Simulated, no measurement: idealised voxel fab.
The document below concerns the process module designated voxel self aligned vias.
For reference, the cross-section in this document is cut, with width 235 nm and square cells of 5 nm.
The cross-sections in this document take the form of a grid made of square cells. They are written out as bands, in order from top to bottom. Each band consists of one or more rows of cells. It is stipulated that each band's entry specify, in nanometres, the height of the top of the band and then that of its bottom, followed by the materials of the band in left-to-right sequence, each together with its width in nanometres. A single material marked by the word "throughout" is understood to fill the band from edge to edge; the word "empty" is understood to denote empty space. Beneath 0, the wafer as received is one material, and that level is where height counting begins. The lowest band goes on downward without a bottom; it is written like "0 nm and below". Width "30 to 40": first value at the band's top row of cells, second value at its bottom row, equal change from row to row. "changes: none", as given for a step, is the statement that not any cell of the cross-section underwent a change during that step. "Sealed void inventory" means: voids of 8 cells or more that are shut off from the top with no open way through. Written width x height at distance, distance from the left edge, in nm. It should be noted that, on the line of a given step, the content following the step's settings is a remark produced by the simulator itself with respect to that step. Each step line may optionally specify "overlay nm", which for a step with a mask gives the rightward distance between the mask's planned place and where it lay, a negative value indicating the leftward direction.
The steps planned for the process are as follows
step 1: RECEIVE,material Si
step 2: CONFORMAL_DEP,material SiO2,thk nm 15
step 3: CONFORMAL_DEP,material SiCN,thk nm 5
step 4: DIRECTIONAL_DEP,material SiO2,thk nm 30
step 5: MASKED_ETCH,tone open,mask id LINES,width nm 30,pitch nm 70,etch materials SiO2,depth nm 30,overlay nm 0
step 6: CONFORMAL_DEP,material TiN,thk nm 5
step 7: FILL_DEP,material W,thk nm 10
step 8: CMP,height nm 50
step 9: SELECTIVE_ETCH,etch materials W Ru TiN,depth nm 10
step 10: FILL_DEP,material SiN,thk nm 5
step 11: CMP,height nm 50
step 12: DIRECTIONAL_DEP,material SiO2,thk nm 20
step 13: PATTERN,tone open,mask id VIAS,material resist,width nm 50,pitch nm 140,thk nm 20,overlay nm 0
step 14: DIRECTIONAL_ETCH,etch materials SiO2,depth nm 20
step 15: DIRECTIONAL_ETCH,etch materials SiN,depth nm 10
step 16: STRIP,etch materials resist
step 17: CONFORMAL_DEP,material TiN,thk nm 5
step 18: FILL_DEP,material W,thk nm 10
step 19: CMP,height nm 70
step 20: CONFORMAL_DEP,material SiN,thk nm 5
First of two wafers: run as planned
Wafer cross-section on receipt, i.e. after step 1
* 0 nm and below | Si throughout
* Sealed void inventory: none
How the wafer stands in section after step 2
* 15 nm to 0 nm | SiO2 throughout
* For the remainder of the cross-section, below 0, there is no change.
How the wafer stands in section after step 3
* 20 nm to 15 nm | SiCN throughout
* For the remainder of the cross-section, below 15, there is no change.
How the wafer stands in section after step 4
* 50 nm to 20 nm | SiO2 throughout
* For the remainder of the cross-section, below 20, there is no change.
How the wafer stands in section after step 5
* 50 nm to 20 nm | SiO2=30 | empty=30 | SiO2=40 | empty=30 | SiO2=40 | empty=30 | SiO2=35
* For the remainder of the cross-section, below 20, there is no change.
How the wafer stands in section after step 6
* 55 nm to 50 nm | TiN=35 | empty=20 | TiN=50 | empty=20 | TiN=50 | empty=20 | TiN=40
* 50 nm to 25 nm | SiO2=30 | TiN=5 | empty=20 | TiN=5 | SiO2=40 | TiN=5 | empty=20 | TiN=5 | SiO2=40 | TiN=5 | empty=20 | TiN=5 | SiO2=35
* 25 nm to 20 nm | SiO2=30 | TiN=30 | SiO2=40 | TiN=30 | SiO2=40 | TiN=30 | SiO2=35
* For the remainder of the cross-section, below 20, there is no change.
How the wafer stands in section after step 7
* 65 nm to 55 nm | W throughout
* 55 nm to 50 nm | TiN=35 | W=20 | TiN=50 | W=20 | TiN=50 | W=20 | TiN=40
* 50 nm to 25 nm | SiO2=30 | TiN=5 | W=20 | TiN=5 | SiO2=40 | TiN=5 | W=20 | TiN=5 | SiO2=40 | TiN=5 | W=20 | TiN=5 | SiO2=35
* For the remainder of the cross-section, below 25, there is no change.
How the wafer stands in section after step 8
* 50 nm to 25 nm | SiO2=30 | TiN=5 | W=20 | TiN=5 | SiO2=40 | TiN=5 | W=20 | TiN=5 | SiO2=40 | TiN=5 | W=20 | TiN=5 | SiO2=35
* For the remainder of the cross-section, below 25, there is no change.
How the wafer stands in section after step 9
* 50 nm to 40 nm | SiO2=30 | empty=30 | SiO2=40 | empty=30 | SiO2=40 | empty=30 | SiO2=35
* For the remainder of the cross-section, below 40, there is no change.
How the wafer stands in section after step 10
* 55 nm to 50 nm | SiN throughout
* 50 nm to 40 nm | SiO2=30 | SiN=30 | SiO2=40 | SiN=30 | SiO2=40 | SiN=30 | SiO2=35
* For the remainder of the cross-section, below 40, there is no change.
How the wafer stands in section after step 11
* 50 nm to 40 nm | SiO2=30 | SiN=30 | SiO2=40 | SiN=30 | SiO2=40 | SiN=30 | SiO2=35
* For the remainder of the cross-section, below 40, there is no change.
How the wafer stands in section after step 12
* 70 nm to 50 nm | SiO2 throughout
* For the remainder of the cross-section, below 50, there is no change.
How the wafer stands in section after step 13
* 90 nm to 70 nm | resist=20 | empty=50 | resist=90 | empty=50 | resist=25
* For the remainder of the cross-section, below 70, there is no change.
How the wafer stands in section after step 14
* 90 nm to 70 nm | resist=20 | empty=50 | resist=90 | empty=50 | resist=25
* 70 nm to 50 nm | SiO2=20 | empty=50 | SiO2=90 | empty=50 | SiO2=25
* For the remainder of the cross-section, below 50, there is no change.
How the wafer stands in section after step 15
* 90 nm to 70 nm | resist=20 | empty=50 | resist=90 | empty=50 | resist=25
* 70 nm to 50 nm | SiO2=20 | empty=50 | SiO2=90 | empty=50 | SiO2=25
* 50 nm to 40 nm | SiO2=30 | empty=30 | SiO2=40 | SiN=30 | SiO2=40 | empty=30 | SiO2=35
* For the remainder of the cross-section, below 40, there is no change.
How the wafer stands in section after step 16
* 70 nm to 50 nm | SiO2=20 | empty=50 | SiO2=90 | empty=50 | SiO2=25
* For the remainder of the cross-section, below 50, there is no change.
How the wafer stands in section after step 17
* 75 nm to 70 nm | TiN=25 | empty=40 | TiN=100 | empty=40 | TiN=30
* 70 nm to 55 nm | SiO2=20 | TiN=5 | empty=40 | TiN=5 | SiO2=90 | TiN=5 | empty=40 | TiN=5 | SiO2=25
* 55 nm to 50 nm | SiO2=20 | TiN=15 | empty=20 | TiN=15 | SiO2=90 | TiN=15 | empty=20 | TiN=15 | SiO2=25
* 50 nm to 45 nm | SiO2=30 | TiN=5 | empty=20 | TiN=5 | SiO2=40 | SiN=30 | SiO2=40 | TiN=5 | empty=20 | TiN=5 | SiO2=35
* 45 nm to 40 nm | SiO2=30 | TiN=30 | SiO2=40 | SiN=30 | SiO2=40 | TiN=30 | SiO2=35
* For the remainder of the cross-section, below 40, there is no change.
How the wafer stands in section after step 18
* 85 nm to 75 nm | W throughout
* 75 nm to 70 nm | TiN=25 | W=40 | TiN=100 | W=40 | TiN=30
* 70 nm to 55 nm | SiO2=20 | TiN=5 | W=40 | TiN=5 | SiO2=90 | TiN=5 | W=40 | TiN=5 | SiO2=25
* 55 nm to 50 nm | SiO2=20 | TiN=15 | W=20 | TiN=15 | SiO2=90 | TiN=15 | W=20 | TiN=15 | SiO2=25
* 50 nm to 45 nm | SiO2=30 | TiN=5 | W=20 | TiN=5 | SiO2=40 | SiN=30 | SiO2=40 | TiN=5 | W=20 | TiN=5 | SiO2=35
* For the remainder of the cross-section, below 45, there is no change.
How the wafer stands in section after step 19
* 70 nm to 55 nm | SiO2=20 | TiN=5 | W=40 | TiN=5 | SiO2=90 | TiN=5 | W=40 | TiN=5 | SiO2=25
* For the remainder of the cross-section, below 55, there is no change.
How the wafer stands in section after step 20
* 75 nm to 70 nm | SiN throughout
* For the remainder of the cross-section, below 70, there is no change.
Second Wafer (Identical Start and Plan, One Processing Error; Matches First Wafer Through Step 13)
Cross-sectional representation of the second wafer at the time designated in the plan for the completion of step 14
* 90 nm to 70 nm | resist=20 | empty=50 | resist=90 | empty=50 | resist=25
* 70 nm to 50 nm | SiO2=20 | empty=50 | SiO2=90 | empty=50 | SiO2=25
* 50 nm to 40 nm | SiO2=20 | empty=10 | SiN=30 | empty=10 | SiO2=30 | SiN=30 | SiO2=30 | empty=10 | SiN=30 | empty=10 | SiO2=25
* 40 nm to 30 nm | SiO2=20 | empty=10 | TiN=5 | W=20 | TiN=5 | empty=10 | SiO2=30 | TiN=5 | W=20 | TiN=5 | SiO2=30 | empty=10 | TiN=5 | W=20 | TiN=5 | empty=10 | SiO2=25
* For the remainder of the cross-section, below 30, there is no change.
Cross-sectional representation of the second wafer at the time designated in the plan for the completion of step 15
* 90 nm to 70 nm | resist=20 | empty=50 | resist=90 | empty=50 | resist=25
* 70 nm to 50 nm | SiO2=20 | empty=50 | SiO2=90 | empty=50 | SiO2=25
* 50 nm to 40 nm | SiO2=20 | empty=50 | SiO2=30 | SiN=30 | SiO2=30 | empty=50 | SiO2=25
* For the remainder of the cross-section, below 40, there is no change.
Cross-sectional representation of the second wafer at the time designated in the plan for the completion of step 16
* 70 nm to 50 nm | SiO2=20 | empty=50 | SiO2=90 | empty=50 | SiO2=25
* For the remainder of the cross-section, below 50, there is no change.
Cross-sectional representation of the second wafer at the time designated in the plan for the completion of step 17
* 75 nm to 70 nm | TiN=25 | empty=40 | TiN=100 | empty=40 | TiN=30
* 70 nm to 50 nm | SiO2=20 | TiN=5 | empty=40 | TiN=5 | SiO2=90 | TiN=5 | empty=40 | TiN=5 | SiO2=25
* 50 nm to 45 nm | SiO2=20 | TiN=5 | empty=40 | TiN=5 | SiO2=30 | SiN=30 | SiO2=30 | TiN=5 | empty=40 | TiN=5 | SiO2=25
* 45 nm to 40 nm | SiO2=20 | TiN=50 | SiO2=30 | SiN=30 | SiO2=30 | TiN=50 | SiO2=25
* 40 nm to 30 nm | SiO2=20 | TiN=15 | W=20 | TiN=15 | SiO2=30 | TiN=5 | W=20 | TiN=5 | SiO2=30 | TiN=15 | W=20 | TiN=15 | SiO2=25
* For the remainder of the cross-section, below 30, there is no change.
Cross-sectional representation of the second wafer at the time designated in the plan for the completion of step 18
* 85 nm to 75 nm | W throughout
* 75 nm to 70 nm | TiN=25 | W=40 | TiN=100 | W=40 | TiN=30
* 70 nm to 50 nm | SiO2=20 | TiN=5 | W=40 | TiN=5 | SiO2=90 | TiN=5 | W=40 | TiN=5 | SiO2=25
* 50 nm to 45 nm | SiO2=20 | TiN=5 | W=40 | TiN=5 | SiO2=30 | SiN=30 | SiO2=30 | TiN=5 | W=40 | TiN=5 | SiO2=25
* For the remainder of the cross-section, below 45, there is no change.
Cross-sectional representation of the second wafer at the time designated in the plan for the completion of step 19
* 70 nm to 50 nm | SiO2=20 | TiN=5 | W=40 | TiN=5 | SiO2=90 | TiN=5 | W=40 | TiN=5 | SiO2=25
* For the remainder of the cross-section, below 50, there is no change.
Cross-sectional representation of the second wafer at the time designated in the plan for the completion of step 20
* 75 nm to 70 nm | SiN throughout
* For the remainder of the cross-section, below 70, there is no change.
What was the processing mistake? regarding the plan, step 14 was run twice
at the end the second wafer has, in cells: SiO2 -32, TiN +16, W +16
